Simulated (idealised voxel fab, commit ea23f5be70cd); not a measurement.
This section sets out a process module, namely voxel wiring stack.
Pictured: cross-section cut, 295 nm wide, on a grid of 5 nm square cells.
Just so we're on the same page, the cross-sections are grids of square cells, and they're listed out in bands top to bottom, each band one or more rows deep.
Quick guide to a band line: top height, bottom height (nm) up front; then every material left to right with its width in nm. Only one material and it's marked "full width"? Then it fills the band edge to edge. And "air" just means empty space.
Below 0: as-received wafer, all one material; heights counted from there. Lowest band: no bottom, goes on down, written "0 and below".
Quick explanation for "30->40": the width changes in equal steps down the rows of cells, from the first number in the band's top row to the second number in its bottom row.
"all unchanged" after a step means that no cell of the cross-section changed.
"Closed voids list": empty spaces of 8 cells or more with no open way to the top, each given as width x height at distance, distance from the left edge, all in nm.
Anything after a step's settings on that line? It's the simulator's own note about the step.
overlay nm: on a step with a mask, how far right of its planned place the mask lay; negative means left.

# The following list gives the planned process steps
1 RECEIVE: material Si
2 CONFORMAL_DEP: material SiO2, thk nm 15
3 CONFORMAL_DEP: material SiN, thk nm 5
4 DIRECTIONAL_DEP: material lowk, thk nm 15
5 PATTERN: tone open, mask id METAL_1, material resist, width nm 25, pitch nm 55, thk nm 15, overlay nm 0
6 DIRECTIONAL_ETCH: etch materials lowk, depth nm 5
7 DIRECTIONAL_ETCH: etch materials SiN, depth nm 5
8 STRIP: etch materials resist
9 CONFORMAL_DEP: material TiN, thk nm 5
10 FILL_DEP: material Cu, thk nm 10
11 CMP: height nm 35
12 CONFORMAL_DEP: material SiCN, thk nm 5
13 DIRECTIONAL_DEP: material lowk, thk nm 10
14 PATTERN: tone open, mask id PLUG_1, material resist, width nm 15, pitch nm 55, thk nm 20, overlay nm 0
15 DIRECTIONAL_ETCH: etch materials lowk, depth nm 10
16 DIRECTIONAL_ETCH: etch materials SiCN, depth nm 5
17 STRIP: etch materials resist
18 EPI: material Ru, thk nm 10
19 EPI: material Ru, thk nm 5
20 CONFORMAL_DEP: material SiCN, thk nm 5
21 DIRECTIONAL_DEP: material SiO2, thk nm 25
22 PATTERN: tone open, mask id METAL_2, material resist, width nm 25, pitch nm 55, thk nm 15, overlay nm 0
23 DIRECTIONAL_ETCH: etch materials SiO2, depth nm 25
24 DIRECTIONAL_ETCH: etch materials SiCN, depth nm 5
25 STRIP: etch materials resist
26 CONFORMAL_DEP: material TiN, thk nm 5
27 FILL_DEP: material Ru, thk nm 5
28 CMP: height nm 80
29 CONFORMAL_DEP: material SiCN, thk nm 5
30 DIRECTIONAL_DEP: material SiO2, thk nm 20
31 MASKED_ETCH: tone open, mask id PLUG_2, width nm 15, pitch nm 110, etch materials SiO2, depth nm 20, overlay nm 0
32 MASKED_ETCH: tone open, mask id PLUG_2, width nm 15, pitch nm 110, etch materials SiCN, depth nm 5, overlay nm 0
33 EPI: material Ru, thk nm 10
34 EPI: material Ru, thk nm 10
35 EPI: material Ru, thk nm 5
36 CONFORMAL_DEP: material SiCN, thk nm 5
37 DIRECTIONAL_DEP: material lowk, thk nm 20
38 MASKED_ETCH: tone open, mask id METAL_3, width nm 25, pitch nm 55, etch materials lowk, depth nm 20, overlay nm 0
39 MASKED_ETCH: tone open, mask id METAL_3, width nm 25, pitch nm 55, etch materials SiCN, depth nm 5, overlay nm 0
40 CONFORMAL_DEP: material TiN, thk nm 5
41 FILL_DEP: material W, thk nm 10
42 CMP: height nm 130
43 CONFORMAL_DEP: material SiCN, thk nm 5
44 DIRECTIONAL_DEP: material SiO2, thk nm 35
45 MASKED_ETCH: tone open, mask id METAL_4_HOLES, width nm 15, pitch nm 55, etch materials SiO2, depth nm 35, overlay nm 0
46 PATTERN: tone open, mask id METAL_4, material resist, width nm 25, pitch nm 55, thk nm 20, overlay nm 0
47 DIRECTIONAL_ETCH: etch materials SiO2, depth nm 20
48 DIRECTIONAL_ETCH: etch materials SiCN, depth nm 5
49 STRIP: etch materials resist
50 CONFORMAL_DEP: material TiN, thk nm 5
51 FILL_DEP: material Ru, thk nm 10
52 CMP: height nm 170
53 CONFORMAL_DEP: material SiCN, thk nm 5
Be aware that, although all wafers share a common starting state, the depth nm at step 6 differs among them, and the plan displays the first wafer's value.

# The as-received cross-section of the first of several wafers corresponds to the state after step 1
    0 and below  Si full width
    Closed voids list: none

# Module end state after final step 53: cross-section of the first of several wafers
    175 down to 170  SiCN full width
    170 down to 155  SiO2 80, then TiN 5, then Ru 15, then TiN 5, then SiO2 30, then TiN 5, then Ru 15, then TiN 5, then SiO2 30, then TiN 5, then Ru 15, then TiN 5, then SiO2 80
    155 down to 150  SiO2 80, then TiN 5, then Ru 5, then TiN 15, then SiO2 30, then TiN 5, then Ru 5, then TiN 15, then SiO2 30, then TiN 5, then Ru 5, then TiN 15, then SiO2 80
    150 down to 135  SiO2 80, then TiN 5, then Ru 5, then TiN 5, then SiO2 40, then TiN 5, then Ru 5, then TiN 5, then SiO2 40, then TiN 5, then Ru 5, then TiN 5, then SiO2 90
    135 down to 130  SiCN 80, then TiN 15, then SiCN 40, then TiN 15, then SiCN 40, then TiN 15, then SiCN 90
    130 down to 110  lowk 80, then TiN 5, then W 15, then TiN 5, then lowk 30, then TiN 5, then W 15, then TiN 5, then lowk 30, then TiN 5, then W 15, then TiN 5, then lowk 80
    110 down to 105  SiCN 80, then TiN 25, then SiCN 30, then TiN 25, then SiCN 30, then TiN 25, then SiCN 80
    105 down to 85  SiO2 80, then Ru 15, then SiO2 95, then Ru 15, then SiO2 90
    85 down to 80  SiCN 80, then Ru 15, then SiCN 95, then Ru 15, then SiCN 90
    80 down to 55  SiO2 80, then TiN 5, then Ru 15, then TiN 5, then SiO2 30, then TiN 5, then Ru 15, then TiN 5, then SiO2 30, then TiN 5, then Ru 15, then TiN 5, then SiO2 80
    55 down to 50  SiCN 80, then TiN 25, then SiCN 30, then TiN 25, then SiCN 30, then TiN 25, then SiCN 80
    50 down to 40  lowk 80, then Ru 15, then lowk 40, then Ru 15, then lowk 40, then Ru 15, then lowk 90
    40 down to 35  SiCN 80, then Ru 15, then SiCN 40, then Ru 15, then SiCN 40, then Ru 15, then SiCN 90
    35 down to 30  lowk 80, then TiN 25, then lowk 30, then TiN 25, then lowk 30, then TiN 25, then lowk 80
    30 down to 20  lowk full width
    20 down to 15  SiN full width
    15 down to 0  SiO2 full width
    0 and below  Si full width
    Closed voids list: none

# End of module, last wafer sectioned
    175 down to 170  SiCN full width
    170 down to 155  SiO2 80, then TiN 5, then Ru 15, then TiN 5, then SiO2 30, then TiN 5, then Ru 15, then TiN 5, then SiO2 30, then TiN 5, then Ru 15, then TiN 5, then SiO2 80
    155 down to 150  SiO2 80, then TiN 5, then Ru 5, then TiN 15, then SiO2 30, then TiN 5, then Ru 5, then TiN 15, then SiO2 30, then TiN 5, then Ru 5, then TiN 15, then SiO2 80
    150 down to 135  SiO2 80, then TiN 5, then Ru 5, then TiN 5, then SiO2 40, then TiN 5, then Ru 5, then TiN 5, then SiO2 40, then TiN 5, then Ru 5, then TiN 5, then SiO2 90
    135 down to 130  SiCN 80, then TiN 15, then SiCN 40, then TiN 15, then SiCN 40, then TiN 15, then SiCN 90
    130 down to 110  lowk 80, then TiN 5, then W 15, then TiN 5, then lowk 30, then TiN 5, then W 15, then TiN 5, then lowk 30, then TiN 5, then W 15, then TiN 5, then lowk 80
    110 down to 105  SiCN 80, then TiN 25, then SiCN 30, then TiN 25, then SiCN 30, then TiN 25, then SiCN 80
    105 down to 85  SiO2 80, then Ru 15, then SiO2 95, then Ru 15, then SiO2 90
    85 down to 80  SiCN 80, then Ru 15, then SiCN 95, then Ru 15, then SiCN 90
    80 down to 55  SiO2 80, then TiN 5, then Ru 15, then TiN 5, then SiO2 30, then TiN 5, then Ru 15, then TiN 5, then SiO2 30, then TiN 5, then Ru 15, then TiN 5, then SiO2 80
    55 down to 50  SiCN 80, then TiN 25, then SiCN 30, then TiN 25, then SiCN 30, then TiN 25, then SiCN 80
    50 down to 40  lowk 80, then Ru 15, then lowk 40, then Ru 15, then lowk 40, then Ru 15, then lowk 90
    40 down to 35  SiCN 80, then Ru 15, then SiCN 40, then Ru 15, then SiCN 40, then Ru 15, then SiCN 90
    35 down to 20  lowk 80, then TiN 5, then Cu 15, then TiN 5, then lowk 30, then TiN 5, then Cu 15, then TiN 5, then lowk 30, then TiN 5, then Cu 15, then TiN 5, then lowk 80
    20 down to 15  SiN 80, then TiN 25, then SiN 30, then TiN 25, then SiN 30, then TiN 25, then SiN 80
    15 down to 0  SiO2 full width
    0 and below  Si full width
    Closed voids list: none

# The following table contains a row per wafer, in which are reported, at the conclusion of the module, the cells of each material gained (+) or lost (-) since the wafer's receipt, with its closed voids given thereafter
depth nm 5; +141 Ru; +300 SiCN; +59 SiN; +935 SiO2; +156 TiN; +36 W; +438 lowk; Closed voids list: none
depth nm 10; +9 Cu; +141 Ru; +300 SiCN; +59 SiN; +935 SiO2; +162 TiN; +36 W; +423 lowk; Closed voids list: none
depth nm 15; +27 Cu; +141 Ru; +300 SiCN; +44 SiN; +935 SiO2; +174 TiN; +36 W; +408 lowk; Closed voids list: none
depth nm 20; +27 Cu; +141 Ru; +300 SiCN; +44 SiN; +935 SiO2; +174 TiN; +36 W; +408 lowk; Closed voids list: none
depth nm 25; +27 Cu; +141 Ru; +300 SiCN; +44 SiN; +935 SiO2; +174 TiN; +36 W; +408 lowk; Closed voids list: none
depth nm 30; +27 Cu; +141 Ru; +300 SiCN; +44 SiN; +935 SiO2; +174 TiN; +36 W; +408 lowk; Closed voids list: none
